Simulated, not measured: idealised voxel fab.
process module | voxel transistor to metal
cross-section cut | 155 nm wide | cells 5 nm
A cross-section is a grid of square cells, given in bands from the top down. A band is one or more rows of cells.
Each band's line starts with the height of the band's top and of its bottom, in nm. Then come its materials from left to right, each with its width in nm. One material with "throughout" fills the band from edge to edge. "air" is empty space.
Height 0 is the level under which the wafer as received is all one material. The lowest band goes on downwards, as in "0 down".
A width such as "30 to 40" changes by the same amount from each row of cells to the next, from the band's top row to its bottom row.
"no change" after a step means that no cell of the cross-section changed.
closed voids: empty space of 8 cells or more with no open way to the top, each as width x height at its distance from the left edge, in nm
after a step's settings: what the simulator itself notes on the step
overlay nm, on a step with a mask: how far to the right of its planned place the mask lay; to the left if negative
Each pair below shows a cross-section before one step and the cross-section after it, down to the lowest band that changed. The line under each pair gives the step between them, with its settings. The pairs can come from different runs of this module on the same starting wafer, so a pair continues from the pair above only where its "before" says so.
before
  45 to 30: SiO2 30 | air 30 | SiO2 30 | air 30 | SiO2 35
  30 to 20: SiO2 30 | air 30 | SiN 5 | SiCN 20 | SiN 5 | air 30 | SiO2 35
  20 to 5: SiO2 30 | air 30 | SiN 5 | polySi 20 | SiN 5 | air 30 | SiO2 35
  5 to 0: SiO2 30 | air 15 | pSi 15 | SiN 5 | polySi 20 | SiN 5 | pSi 15 | air 15 | SiO2 35
  0 to -5: SiO2 15 | SiN 5 | SiO2 10 | air 15 | pSi 15 | SiN 5 | polySi 20 | SiN 5 | pSi 15 | air 15 | SiO2 10 | SiN 5 | SiO2 20
  -5 to -10: SiO2 20 | pSi 40 | SiO2 30 | pSi 40 | SiO2 25
  -10 to -20: SiO2 25 | pSi 35 | Si 30 | pSi 35 | SiO2 30
  -20 to -80: SiO2 25 | Si 100 | SiO2 30
  -80 down: Si throughout
  closed voids: none
after
  50 to 45: TiN 35 | air 20 | TiN 40 | air 20 | TiN 40
  45 to 30: SiO2 30 | TiN 5 | air 20 | TiN 5 | SiO2 30 | TiN 5 | air 20 | TiN 5 | SiO2 35
  30 to 20: SiO2 30 | TiN 5 | air 20 | TiN 5 | SiN 5 | SiCN 20 | SiN 5 | TiN 5 | air 20 | TiN 5 | SiO2 35
  20 to 10: SiO2 30 | TiN 5 | air 20 | TiN 5 | SiN 5 | polySi 20 | SiN 5 | TiN 5 | air 20 | TiN 5 | SiO2 35
  10 to 5: SiO2 30 | TiN 5 | air 5 | TiN 20 | SiN 5 | polySi 20 | SiN 5 | TiN 20 | air 5 | TiN 5 | SiO2 35
  5 to 0: SiO2 30 | TiN 5 | air 5 | TiN 5 | pSi 15 | SiN 5 | polySi 20 | SiN 5 | pSi 15 | TiN 5 | air 5 | TiN 5 | SiO2 35
  0 to -5: SiO2 15 | SiN 5 | SiO2 10 | TiN 15 | pSi 15 | SiN 5 | polySi 20 | SiN 5 | pSi 15 | TiN 15 | SiO2 10 | SiN 5 | SiO2 20
  below -5: unchanged
  closed voids: none
the step between: op CONFORMAL_DEP | material TiN | thk nm 5
before: the cross-section after the pair above
after
  60 to 50: Ru throughout
  50 to 45: TiN 35 | Ru 20 | TiN 40 | Ru 20 | TiN 40
  45 to 30: SiO2 30 | TiN 5 | Ru 20 | TiN 5 | SiO2 30 | TiN 5 | Ru 20 | TiN 5 | SiO2 35
  30 to 20: SiO2 30 | TiN 5 | Ru 20 | TiN 5 | SiN 5 | SiCN 20 | SiN 5 | TiN 5 | Ru 20 | TiN 5 | SiO2 35
  20 to 10: SiO2 30 | TiN 5 | Ru 20 | TiN 5 | SiN 5 | polySi 20 | SiN 5 | TiN 5 | Ru 20 | TiN 5 | SiO2 35
  10 to 5: SiO2 30 | TiN 5 | Ru 5 | TiN 20 | SiN 5 | polySi 20 | SiN 5 | TiN 20 | Ru 5 | TiN 5 | SiO2 35
  5 to 0: SiO2 30 | TiN 5 | Ru 5 | TiN 5 | pSi 15 | SiN 5 | polySi 20 | SiN 5 | pSi 15 | TiN 5 | Ru 5 | TiN 5 | SiO2 35
  below 0: unchanged
  closed voids: none
the step between: op FILL_DEP | material Ru | thk nm 10
before: the cross-section after the pair above
after
  45 to 30: SiO2 30 | TiN 5 | Ru 20 | TiN 5 | SiO2 30 | TiN 5 | Ru 20 | TiN 5 | SiO2 35
  below 30: unchanged
  closed voids: none
the step between: op CMP | height nm 45
before: the cross-section after the pair above
after
  50 to 45: SiCN throughout
  below 45: unchanged
  closed voids: none
the step between: op CONFORMAL_DEP | material SiCN | thk nm 5
before: the cross-section after the pair above
after
  75 to 50: SiO2 throughout
  below 50: unchanged
  closed voids: none
the step between: op DIRECTIONAL_DEP | material SiO2 | thk nm 25
before: the cross-section after the pair above
after
  95 to 75: resist 30 | air 20 | resist 50 | air 20 | resist 35
  below 75: unchanged
  closed voids: none
the step between: op PATTERN | tone open | mask id METAL_1 | material resist | width nm 20 | pitch nm 70 | thk nm 20 | overlay nm 0
before: the cross-section after the pair above
after
  95 to 75: resist 30 | air 20 | resist 50 | air 20 | resist 35
  75 to 50: SiO2 30 | air 20 | SiO2 50 | air 20 | SiO2 35
  below 50: unchanged
  closed voids: none
the step between: op DIRECTIONAL_ETCH | etch materials SiO2 | depth nm 25
before: the cross-section after the pair above
after
  95 to 75: resist 30 | air 20 | resist 50 | air 20 | resist 35
  75 to 50: SiO2 30 | air 20 | SiO2 50 | air 20 | SiO2 35
  50 to 45: SiCN 30 | air 20 | SiCN 50 | air 20 | SiCN 35
  below 45: unchanged
  closed voids: none
the step between: op DIRECTIONAL_ETCH | etch materials SiCN | depth nm 5
before: the cross-section after the pair above
after
  75 to 50: SiO2 30 | air 20 | SiO2 50 | air 20 | SiO2 35
  below 50: unchanged
  closed voids: none
the step between: op STRIP | etch materials resist
before: the cross-section after the pair above
after
  80 to 75: TiN 35 | air 10 | TiN 60 | air 10 | TiN 40
  75 to 50: SiO2 30 | TiN 5 | air 10 | TiN 5 | SiO2 50 | TiN 5 | air 10 | TiN 5 | SiO2 35
  50 to 45: SiCN 30 | TiN 20 | SiCN 50 | TiN 20 | SiCN 35
  below 45: unchanged
  closed voids: none
the step between: op CONFORMAL_DEP | material TiN | thk nm 5
before: the cross-section after the pair above
after
  85 to 80: W throughout
  80 to 75: TiN 35 | W 10 | TiN 60 | W 10 | TiN 40
  75 to 50: SiO2 30 | TiN 5 | W 10 | TiN 5 | SiO2 50 | TiN 5 | W 10 | TiN 5 | SiO2 35
  below 50: unchanged
  closed voids: none
the step between: op FILL_DEP | material W | thk nm 5
before: the cross-section after the pair above
after
  75 to 50: SiO2 30 | TiN 5 | W 10 | TiN 5 | SiO2 50 | TiN 5 | W 10 | TiN 5 | SiO2 35
  below 50: unchanged
  closed voids: none
the step between: op CMP | height nm 75
before: the cross-section after the pair above
after
  80 to 75: air 25 | Ru 30 | air 40 | Ru 30 | air 30
  below 75: unchanged
  closed voids: none
the step between: op EPI | material Ru | thk nm 5
before: the cross-section after the pair above
after
  85 to 80: SiCN throughout
  80 to 75: SiCN 25 | Ru 30 | SiCN 40 | Ru 30 | SiCN 30
  below 75: unchanged
  closed voids: none
the step between: op FILL_DEP | material SiCN | thk nm 5
before
  30 to 20: air 60 | SiN 5 | SiCN 20 | SiN 5 | air 65
  20 to 0: air 60 | SiN 5 | polySi 20 | SiN 5 | air 65
  0 to -5: air 15 | SiN 5 | air 40 | SiN 5 | polySi 20 | SiN 5 | air 40 | SiN 5 | air 20
  -5 to -10: SiO2 20 | air 40 | SiO2 30 | air 40 | SiO2 25
  -10 to -45: SiO2 25 | Si 100 | SiO2 30
  -45 down: Si throughout
  closed voids: none
after
  30 to 20: air 60 | SiN 5 | SiCN 20 | SiN 5 | air 65
  20 to 5: air 60 | SiN 5 | polySi 20 | SiN 5 | air 65
  5 to 0: air 15 | pSi 45 | SiN 5 | polySi 20 | SiN 5 | pSi 45 | air 20
  0 to -5: air 15 | SiN 5 | pSi 40 | SiN 5 | polySi 20 | SiN 5 | pSi 40 | SiN 5 | air 20
  -5 to -10: SiO2 20 | pSi 40 | SiO2 30 | pSi 40 | SiO2 25
  below -10: unchanged
  closed voids: none
the step between: op EPI | material pSi | thk nm 15
before: the cross-section after the pair above
after
  30 to 20: air 60 | SiN 5 | SiCN 20 | SiN 5 | air 65
  20 to 0: air 60 | SiN 5 | polySi 20 | SiN 5 | air 65
  0 to -5: air 15 | SiN 5 | air 40 | SiN 5 | polySi 20 | SiN 5 | air 40 | SiN 5 | air 20
  below -5: unchanged
  closed voids: none
the step between: op DIRECTIONAL_ETCH | etch materials Si | depth nm 10
before: the cross-section after the pair above
after
  40 to 30: SiO2 throughout
  30 to 20: SiO2 60 | SiN 5 | SiCN 20 | SiN 5 | SiO2 65
  20 to 0: SiO2 60 | SiN 5 | polySi 20 | SiN 5 | SiO2 65
  0 to -5: SiO2 15 | SiN 5 | SiO2 40 | SiN 5 | polySi 20 | SiN 5 | SiO2 40 | SiN 5 | SiO2 20
  below -5: unchanged
  closed voids: none
the step between: op FILL_DEP | material SiO2 | thk nm 10
before: the cross-section after the pair above
after
  30 to 20: SiO2 60 | SiN 5 | SiCN 20 | SiN 5 | SiO2 65
  below 20: unchanged
  closed voids: none
the step between: op CMP | height nm 30
before: the cross-section after the pair above
after
  45 to 30: SiO2 throughout
  below 30: unchanged
  closed voids: none
the step between: op DIRECTIONAL_DEP | material SiO2 | thk nm 15
before: the cross-section after the pair above
after
  45 to 30: SiO2 30 | air 30 | SiO2 30 | air 30 | SiO2 35
  30 to 20: SiO2 30 | air 30 | SiN 5 | SiCN 20 | SiN 5 | air 30 | SiO2 35
  20 to 0: SiO2 30 | air 30 | SiN 5 | polySi 20 | SiN 5 | air 30 | SiO2 35
  0 to -5: SiO2 15 | SiN 5 | SiO2 10 | air 30 | SiN 5 | polySi 20 | SiN 5 | air 30 | SiO2 10 | SiN 5 | SiO2 20
  below -5: unchanged
  closed voids: none
the step between: op MASKED_ETCH | tone open | mask id CONTACT | width nm 30 | pitch nm 60 | etch materials SiO2 | depth nm 50 | overlay nm 0
before: the cross-section after the pair above
after
  50 to 45: TiN 35 | air 20 | TiN 40 | air 20 | TiN 40
  45 to 30: SiO2 30 | TiN 5 | air 20 | TiN 5 | SiO2 30 | TiN 5 | air 20 | TiN 5 | SiO2 35
  30 to 20: SiO2 30 | TiN 5 | air 20 | TiN 5 | SiN 5 | SiCN 20 | SiN 5 | TiN 5 | air 20 | TiN 5 | SiO2 35
  20 to 0: SiO2 30 | TiN 5 | air 20 | TiN 5 | SiN 5 | polySi 20 | SiN 5 | TiN 5 | air 20 | TiN 5 | SiO2 35
  0 to -5: SiO2 15 | SiN 5 | SiO2 10 | TiN 30 | SiN 5 | polySi 20 | SiN 5 | TiN 30 | SiO2 10 | SiN 5 | SiO2 20
  below -5: unchanged
  closed voids: none
the step between: op CONFORMAL_DEP | material TiN | thk nm 5
before: the cross-section after the pair above
after
  60 to 50: Ru throughout
  50 to 45: TiN 35 | Ru 20 | TiN 40 | Ru 20 | TiN 40
  45 to 30: SiO2 30 | TiN 5 | Ru 20 | TiN 5 | SiO2 30 | TiN 5 | Ru 20 | TiN 5 | SiO2 35
  30 to 20: SiO2 30 | TiN 5 | Ru 20 | TiN 5 | SiN 5 | SiCN 20 | SiN 5 | TiN 5 | Ru 20 | TiN 5 | SiO2 35
  20 to 0: SiO2 30 | TiN 5 | Ru 20 | TiN 5 | SiN 5 | polySi 20 | SiN 5 | TiN 5 | Ru 20 | TiN 5 | SiO2 35
  below 0: unchanged
  closed voids: none
the step between: op FILL_DEP | material Ru | thk nm 10
before: the cross-section after the pair above
after
  45 to 30: SiO2 30 | TiN 5 | Ru 20 | TiN 5 | SiO2 30 | TiN 5 | Ru 20 | TiN 5 | SiO2 35
  below 30: unchanged
  closed voids: none
the step between: op CMP | height nm 45
before: the cross-section after the pair above
after
  50 to 45: SiCN throughout
  below 45: unchanged
  closed voids: none
the step between: op CONFORMAL_DEP | material SiCN | thk nm 5
before: the cross-section after the pair above
after
  75 to 50: SiO2 throughout
  below 50: unchanged
  closed voids: none
the step between: op DIRECTIONAL_DEP | material SiO2 | thk nm 25
before: the cross-section after the pair above
after
  95 to 75: resist 30 | air 20 | resist 50 | air 20 | resist 35
  below 75: unchanged
  closed voids: none
the step between: op PATTERN | tone open | mask id METAL_1 | material resist | width nm 20 | pitch nm 70 | thk nm 20 | overlay nm 0
before: the cross-section after the pair above
after
  95 to 75: resist 30 | air 20 | resist 50 | air 20 | resist 35
  75 to 50: SiO2 30 | air 20 | SiO2 50 | air 20 | SiO2 35
  below 50: unchanged
  closed voids: none
the step between: op DIRECTIONAL_ETCH | etch materials SiO2 | depth nm 25
before: the cross-section after the pair above
after
  95 to 75: resist 30 | air 20 | resist 50 | air 20 | resist 35
  75 to 50: SiO2 30 | air 20 | SiO2 50 | air 20 | SiO2 35
  50 to 45: SiCN 30 | air 20 | SiCN 50 | air 20 | SiCN 35
  below 45: unchanged
  closed voids: none
the step between: op DIRECTIONAL_ETCH | etch materials SiCN | depth nm 5
before: the cross-section after the pair above
after
  75 to 50: SiO2 30 | air 20 | SiO2 50 | air 20 | SiO2 35
  below 50: unchanged
  closed voids: none
the step between: op STRIP | etch materials resist
before: the cross-section after the pair above
after
  80 to 75: TiN 35 | air 10 | TiN 60 | air 10 | TiN 40
  75 to 50: SiO2 30 | TiN 5 | air 10 | TiN 5 | SiO2 50 | TiN 5 | air 10 | TiN 5 | SiO2 35
  50 to 45: SiCN 30 | TiN 20 | SiCN 50 | TiN 20 | SiCN 35
  below 45: unchanged
  closed voids: none
the step between: op CONFORMAL_DEP | material TiN | thk nm 5
before: the cross-section after the pair above
after
  85 to 80: W throughout
  80 to 75: TiN 35 | W 10 | TiN 60 | W 10 | TiN 40
  75 to 50: SiO2 30 | TiN 5 | W 10 | TiN 5 | SiO2 50 | TiN 5 | W 10 | TiN 5 | SiO2 35
  below 50: unchanged
  closed voids: none
the step between: op FILL_DEP | material W | thk nm 5
before: the cross-section after the pair above
after
  75 to 50: SiO2 30 | TiN 5 | W 10 | TiN 5 | SiO2 50 | TiN 5 | W 10 | TiN 5 | SiO2 35
  below 50: unchanged
  closed voids: none
the step between: op CMP | height nm 75
before: the cross-section after the pair above
after
  80 to 75: air 25 | Ru 30 | air 40 | Ru 30 | air 30
  below 75: unchanged
  closed voids: none
the step between: op EPI | material Ru | thk nm 5
before: the cross-section after the pair above
after
  85 to 80: SiCN throughout
  80 to 75: SiCN 25 | Ru 30 | SiCN 40 | Ru 30 | SiCN 30
  below 75: unchanged
  closed voids: none
the step between: op FILL_DEP | material SiCN | thk nm 5
before
  0 to -5: SiO2 15 | air 120 | SiO2 20
  -5 to -45: SiO2 25 | Si 100 | SiO2 30
  -45 down: Si throughout
  closed voids: none
after
  0 to -5: SiO2 15 | air 120 | SiO2 20
  -5 to -15: SiO2 throughout
  below -15: unchanged
  closed voids: none
the step between: op OXIDIZE | depth nm 10
before: the cross-section after the pair above
after
  25 to 20: polySi 15 | air 120 | polySi 20
  20 to 0: polySi throughout
  0 to -5: SiO2 15 | polySi 120 | SiO2 20
  below -5: unchanged
  closed voids: none
the step between: op DIRECTIONAL_DEP | material polySi | thk nm 25
before: the cross-section after the pair above
after
  35 to 30: SiCN 15 | air 120 | SiCN 20
  30 to 25: SiCN throughout
  25 to 20: polySi 15 | SiCN 120 | polySi 20
  below 20: unchanged
  closed voids: none
the step between: op DIRECTIONAL_DEP | material SiCN | thk nm 10
before: the cross-section after the pair above
after
  45 to 40: aC 15 | air 120 | aC 20
  40 to 35: aC throughout
  35 to 30: SiCN 15 | aC 120 | SiCN 20
  below 30: unchanged
  closed voids: none
the step between: op DIRECTIONAL_DEP | material aC | thk nm 10
before: the cross-section after the pair above
after
  70 to 45: air 65 | resist 20 | air 70
  45 to 40: aC 15 | air 50 | resist 20 | air 50 | aC 20
  below 40: unchanged
  closed voids: none
the step between: op PATTERN | tone cover | mask id GATE | material resist | width nm 20 | thk nm 25 | overlay nm 0
before: the cross-section after the pair above
after
  60 to 40: air 65 | resist 20 | air 70
  40 to 35: air 65 | aC 20 | air 70
  35 to 30: SiCN 15 | air 50 | aC 20 | air 50 | SiCN 20
  below 30: unchanged
  closed voids: none
the step between: op DIRECTIONAL_ETCH | etch materials aC | depth nm 10
before: the cross-section after the pair above
after
  40 to 35: air 65 | aC 20 | air 70
  below 35: unchanged
  closed voids: none
the step between: op STRIP | etch materials resist
before: the cross-section after the pair above
after
  40 to 30: air 65 | aC 20 | air 70
  30 to 25: air 65 | SiCN 20 | air 70
  25 to 20: polySi 15 | air 50 | SiCN 20 | air 50 | polySi 20
  below 20: unchanged
  closed voids: none
the step between: op DIRECTIONAL_ETCH | etch materials SiCN | depth nm 20
before: the cross-section after the pair above
after
  40 to 30: air 65 | aC 20 | air 70
  30 to 20: air 65 | SiCN 20 | air 70
  20 to 0: air 65 | polySi 20 | air 70
  0 to -5: SiO2 15 | air 50 | polySi 20 | air 50 | SiO2 20
  below -5: unchanged
  closed voids: none
the step between: op DIRECTIONAL_ETCH | etch materials polySi | depth nm 35
before: the cross-section after the pair above
after
  30 to 20: air 65 | SiCN 20 | air 70
  below 20: unchanged
  closed voids: none
the step between: op STRIP | etch materials aC
before: the cross-section after the pair above
after
  35 to 30: air 60 | SiN 30 | air 65
  30 to 20: air 60 | SiN 5 | SiCN 20 | SiN 5 | air 65
  20 to 5: air 60 | SiN 5 | polySi 20 | SiN 5 | air 65
  5 to 0: SiN 20 | air 40 | SiN 5 | polySi 20 | SiN 5 | air 40 | SiN 25
  0 to -5: SiO2 15 | SiN 50 | polySi 20 | SiN 50 | SiO2 20
  below -5: unchanged
  closed voids: none
the step between: op CONFORMAL_DEP | material SiN | thk nm 5
before: the cross-section after the pair above
after
  30 to 20: air 60 | SiN 5 | SiCN 20 | SiN 5 | air 65
  20 to 0: air 60 | SiN 5 | polySi 20 | SiN 5 | air 65
  0 to -5: SiO2 15 | SiN 5 | air 40 | SiN 5 | polySi 20 | SiN 5 | air 40 | SiN 5 | SiO2 20
  below -5: unchanged
  closed voids: none
the step between: op DIRECTIONAL_ETCH | etch materials SiN | depth nm 5
before: the cross-section after the pair above
after
  30 to 20: air 60 | SiN 5 | SiCN 20 | SiN 5 | air 65
  20 to 0: air 60 | SiN 5 | polySi 20 | SiN 5 | air 65
  0 to -5: air 15 | SiN 5 | air 40 | SiN 5 | polySi 20 | SiN 5 | air 40 | SiN 5 | air 20
  -5 to -10: SiO2 20 | air 40 | SiO2 30 | air 40 | SiO2 25
  below -10: unchanged
  closed voids: none
the step between: op DIRECTIONAL_ETCH | etch materials SiO2 | depth nm 5
before: the cross-section after the pair above
after
  40 to 30: SiO2 throughout
  30 to 20: SiO2 60 | SiN 5 | SiCN 20 | SiN 5 | SiO2 65
  20 to 0: SiO2 60 | SiN 5 | polySi 20 | SiN 5 | SiO2 65
  0 to -5: SiO2 15 | SiN 5 | SiO2 40 | SiN 5 | polySi 20 | SiN 5 | SiO2 40 | SiN 5 | SiO2 20
  -5 to -15: SiO2 throughout
  below -15: unchanged
  closed voids: none
the step between: op FILL_DEP | material SiO2 | thk nm 10
before: the cross-section after the pair above
after
  30 to 20: SiO2 60 | SiN 5 | SiCN 20 | SiN 5 | SiO2 65
  below 20: unchanged
  closed voids: none
the step between: op CMP | height nm 30
before: the cross-section after the pair above
after
  45 to 30: SiO2 throughout
  below 30: unchanged
  closed voids: none
the step between: op DIRECTIONAL_DEP | material SiO2 | thk nm 15
before: the cross-section after the pair above
after
  45 to 30: SiO2 30 | air 30 | SiO2 30 | air 30 | SiO2 35
  30 to 20: SiO2 30 | air 30 | SiN 5 | SiCN 20 | SiN 5 | air 30 | SiO2 35
  20 to 0: SiO2 30 | air 30 | SiN 5 | polySi 20 | SiN 5 | air 30 | SiO2 35
  0 to -5: SiO2 15 | SiN 5 | SiO2 10 | air 30 | SiN 5 | polySi 20 | SiN 5 | air 30 | SiO2 10 | SiN 5 | SiO2 20
  below -5: unchanged
  closed voids: none
the step between: op MASKED_ETCH | tone open | mask id CONTACT | width nm 30 | pitch nm 60 | etch materials SiO2 | depth nm 50 | overlay nm 0
before: the cross-section after the pair above
after
  50 to 45: TiN 35 | air 20 | TiN 40 | air 20 | TiN 40
  45 to 30: SiO2 30 | TiN 5 | air 20 | TiN 5 | SiO2 30 | TiN 5 | air 20 | TiN 5 | SiO2 35
  30 to 20: SiO2 30 | TiN 5 | air 20 | TiN 5 | SiN 5 | SiCN 20 | SiN 5 | TiN 5 | air 20 | TiN 5 | SiO2 35
  20 to 0: SiO2 30 | TiN 5 | air 20 | TiN 5 | SiN 5 | polySi 20 | SiN 5 | TiN 5 | air 20 | TiN 5 | SiO2 35
  0 to -5: SiO2 15 | SiN 5 | SiO2 10 | TiN 30 | SiN 5 | polySi 20 | SiN 5 | TiN 30 | SiO2 10 | SiN 5 | SiO2 20
  below -5: unchanged
  closed voids: none
the step between: op CONFORMAL_DEP | material TiN | thk nm 5
before: the cross-section after the pair above
after
  60 to 50: Ru throughout
  50 to 45: TiN 35 | Ru 20 | TiN 40 | Ru 20 | TiN 40
  45 to 30: SiO2 30 | TiN 5 | Ru 20 | TiN 5 | SiO2 30 | TiN 5 | Ru 20 | TiN 5 | SiO2 35
  30 to 20: SiO2 30 | TiN 5 | Ru 20 | TiN 5 | SiN 5 | SiCN 20 | SiN 5 | TiN 5 | Ru 20 | TiN 5 | SiO2 35
  20 to 0: SiO2 30 | TiN 5 | Ru 20 | TiN 5 | SiN 5 | polySi 20 | SiN 5 | TiN 5 | Ru 20 | TiN 5 | SiO2 35
  below 0: unchanged
  closed voids: none
the step between: op FILL_DEP | material Ru | thk nm 10
before: the cross-section after the pair above
after
  45 to 30: SiO2 30 | TiN 5 | Ru 20 | TiN 5 | SiO2 30 | TiN 5 | Ru 20 | TiN 5 | SiO2 35
  below 30: unchanged
  closed voids: none
the step between: op CMP | height nm 45
before: the cross-section after the pair above
after
  50 to 45: SiCN throughout
  below 45: unchanged
  closed voids: none
the step between: op CONFORMAL_DEP | material SiCN | thk nm 5
before: the cross-section after the pair above
after
  75 to 50: SiO2 throughout
  below 50: unchanged
  closed voids: none
the step between: op DIRECTIONAL_DEP | material SiO2 | thk nm 25
before: the cross-section after the pair above
after
  95 to 75: resist 30 | air 20 | resist 50 | air 20 | resist 35
  below 75: unchanged
  closed voids: none
the step between: op PATTERN | tone open | mask id METAL_1 | material resist | width nm 20 | pitch nm 70 | thk nm 20 | overlay nm 0
before: the cross-section after the pair above
after
  95 to 75: resist 30 | air 20 | resist 50 | air 20 | resist 35
  75 to 50: SiO2 30 | air 20 | SiO2 50 | air 20 | SiO2 35
  below 50: unchanged
  closed voids: none
the step between: op DIRECTIONAL_ETCH | etch materials SiO2 | depth nm 25
before: the cross-section after the pair above
after
  95 to 75: resist 30 | air 20 | resist 50 | air 20 | resist 35
  75 to 50: SiO2 30 | air 20 | SiO2 50 | air 20 | SiO2 35
  50 to 45: SiCN 30 | air 20 | SiCN 50 | air 20 | SiCN 35
  below 45: unchanged
  closed voids: none
the step between: op DIRECTIONAL_ETCH | etch materials SiCN | depth nm 5
before: the cross-section after the pair above
after
  75 to 50: SiO2 30 | air 20 | SiO2 50 | air 20 | SiO2 35
  below 50: unchanged
  closed voids: none
the step between: op STRIP | etch materials resist
before: the cross-section after the pair above
after
  80 to 75: TiN 35 | air 10 | TiN 60 | air 10 | TiN 40
  75 to 50: SiO2 30 | TiN 5 | air 10 | TiN 5 | SiO2 50 | TiN 5 | air 10 | TiN 5 | SiO2 35
  50 to 45: SiCN 30 | TiN 20 | SiCN 50 | TiN 20 | SiCN 35
  below 45: unchanged
  closed voids: none
the step between: op CONFORMAL_DEP | material TiN | thk nm 5
before: the cross-section after the pair above
after
  85 to 80: W throughout
  80 to 75: TiN 35 | W 10 | TiN 60 | W 10 | TiN 40
  75 to 50: SiO2 30 | TiN 5 | W 10 | TiN 5 | SiO2 50 | TiN 5 | W 10 | TiN 5 | SiO2 35
  below 50: unchanged
  closed voids: none
the step between: op FILL_DEP | material W | thk nm 5
before: the cross-section after the pair above
after
  75 to 50: SiO2 30 | TiN 5 | W 10 | TiN 5 | SiO2 50 | TiN 5 | W 10 | TiN 5 | SiO2 35
  below 50: unchanged
  closed voids: none
the step between: op CMP | height nm 75
before: the cross-section after the pair above
after
  80 to 75: air 25 | Ru 30 | air 40 | Ru 30 | air 30
  below 75: unchanged
  closed voids: none
the step between: op EPI | material Ru | thk nm 5
before: the cross-section after the pair above
after
  85 to 80: SiCN throughout
  80 to 75: SiCN 25 | Ru 30 | SiCN 40 | Ru 30 | SiCN 30
  below 75: unchanged
  closed voids: none
the step between: op FILL_DEP | material SiCN | thk nm 5
before
  45 to 40: aC 15 | air 120 | aC 20
  40 to 35: aC throughout
  35 to 30: SiCN 15 | aC 120 | SiCN 20
  30 to 25: SiCN throughout
  25 to 20: polySi 15 | SiCN 120 | polySi 20
  20 to 0: polySi throughout
  0 to -5: SiO2 15 | polySi 120 | SiO2 20
  -5 to -10: SiO2 throughout
  -10 to -45: SiO2 25 | Si 100 | SiO2 30
  -45 down: Si throughout
  closed voids: none
after
  70 to 45: air 60 | resist 30 | air 65
  45 to 40: aC 15 | air 45 | resist 30 | air 45 | aC 20
  below 40: unchanged
  closed voids: none
the step between: op PATTERN | tone cover | mask id GATE | material resist | width nm 30 | thk nm 25 | overlay nm 0
before: the cross-section after the pair above
after
  60 to 40: air 60 | resist 30 | air 65
  40 to 35: air 60 | aC 30 | air 65
  35 to 30: SiCN 15 | air 45 | aC 30 | air 45 | SiCN 20
  below 30: unchanged
  closed voids: none
the step between: op DIRECTIONAL_ETCH | etch materials aC | depth nm 10
before: the cross-section after the pair above
after
  40 to 35: air 60 | aC 30 | air 65
  below 35: unchanged
  closed voids: none
the step between: op STRIP | etch materials resist
before: the cross-section after the pair above
after
  40 to 30: air 60 | aC 30 | air 65
  30 to 25: air 60 | SiCN 30 | air 65
  25 to 20: polySi 15 | air 45 | SiCN 30 | air 45 | polySi 20
  below 20: unchanged
  closed voids: none
the step between: op DIRECTIONAL_ETCH | etch materials SiCN | depth nm 20
before: the cross-section after the pair above
after
  40 to 30: air 60 | aC 30 | air 65
  30 to 20: air 60 | SiCN 30 | air 65
  20 to 0: air 60 | polySi 30 | air 65
  0 to -5: SiO2 15 | air 45 | polySi 30 | air 45 | SiO2 20
  below -5: unchanged
  closed voids: none
the step between: op DIRECTIONAL_ETCH | etch materials polySi | depth nm 35
before: the cross-section after the pair above
after
  30 to 20: air 60 | SiCN 30 | air 65
  below 20: unchanged
  closed voids: none
the step between: op STRIP | etch materials aC
before: the cross-section after the pair above
after
  35 to 30: air 55 | SiN 40 | air 60
  30 to 20: air 55 | SiN 5 | SiCN 30 | SiN 5 | air 60
  20 to 5: air 55 | SiN 5 | polySi 30 | SiN 5 | air 60
  5 to 0: SiN 20 | air 35 | SiN 5 | polySi 30 | SiN 5 | air 35 | SiN 25
  0 to -5: SiO2 15 | SiN 45 | polySi 30 | SiN 45 | SiO2 20
  below -5: unchanged
  closed voids: none
the step between: op CONFORMAL_DEP | material SiN | thk nm 5
before: the cross-section after the pair above
after
  30 to 20: air 55 | SiN 5 | SiCN 30 | SiN 5 | air 60
  20 to 0: air 55 | SiN 5 | polySi 30 | SiN 5 | air 60
  0 to -5: SiO2 15 | SiN 5 | air 35 | SiN 5 | polySi 30 | SiN 5 | air 35 | SiN 5 | SiO2 20
  below -5: unchanged
  closed voids: none
the step between: op DIRECTIONAL_ETCH | etch materials SiN | depth nm 5
before: the cross-section after the pair above
after
  30 to 20: air 55 | SiN 5 | SiCN 30 | SiN 5 | air 60
  20 to 0: air 55 | SiN 5 | polySi 30 | SiN 5 | air 60
  0 to -5: air 15 | SiN 5 | air 35 | SiN 5 | polySi 30 | SiN 5 | air 35 | SiN 5 | air 20
  -5 to -10: SiO2 20 | air 35 | SiO2 40 | air 35 | SiO2 25
  below -10: unchanged
  closed voids: none
the step between: op DIRECTIONAL_ETCH | etch materials SiO2 | depth nm 5
before: the cross-section after the pair above
after
  30 to 20: air 55 | SiN 5 | SiCN 30 | SiN 5 | air 60
  20 to 0: air 55 | SiN 5 | polySi 30 | SiN 5 | air 60
  0 to -5: air 15 | SiN 5 | air 35 | SiN 5 | polySi 30 | SiN 5 | air 35 | SiN 5 | air 20
  -5 to -10: SiO2 20 | air 35 | SiO2 40 | air 35 | SiO2 25
  -10 to -20: SiO2 25 | air 30 | Si 40 | air 30 | SiO2 30
  below -20: unchanged
  closed voids: none
the step between: op DIRECTIONAL_ETCH | etch materials Si | depth nm 10
before: the cross-section after the pair above
after
  30 to 20: air 55 | SiN 5 | SiCN 30 | SiN 5 | air 60
  20 to 5: air 55 | SiN 5 | polySi 30 | SiN 5 | air 60
  5 to 0: air 40 | pSi 15 | SiN 5 | polySi 30 | SiN 5 | pSi 15 | air 45
  0 to -5: air 15 | SiN 5 | air 20 | pSi 15 | SiN 5 | polySi 30 | SiN 5 | pSi 15 | air 20 | SiN 5 | air 20
  -5 to -10: SiO2 20 | pSi 35 | SiO2 40 | pSi 35 | SiO2 25
  -10 to -20: SiO2 25 | pSi 30 | Si 40 | pSi 30 | SiO2 30
  below -20: unchanged
  closed voids: none
the step between: op EPI | material pSi | thk nm 15
before: the cross-section after the pair above
after
  40 to 30: SiO2 throughout
  30 to 20: SiO2 55 | SiN 5 | SiCN 30 | SiN 5 | SiO2 60
  20 to 5: SiO2 55 | SiN 5 | polySi 30 | SiN 5 | SiO2 60
  5 to 0: SiO2 40 | pSi 15 | SiN 5 | polySi 30 | SiN 5 | pSi 15 | SiO2 45
  0 to -5: SiO2 15 | SiN 5 | SiO2 20 | pSi 15 | SiN 5 | polySi 30 | SiN 5 | pSi 15 | SiO2 20 | SiN 5 | SiO2 20
  below -5: unchanged
  closed voids: none
the step between: op FILL_DEP | material SiO2 | thk nm 10
before: the cross-section after the pair above
after
  30 to 20: SiO2 55 | SiN 5 | SiCN 30 | SiN 5 | SiO2 60
  below 20: unchanged
  closed voids: none
the step between: op CMP | height nm 30
before: the cross-section after the pair above
after
  45 to 30: SiO2 throughout
  below 30: unchanged
  closed voids: none
the step between: op DIRECTIONAL_DEP | material SiO2 | thk nm 15
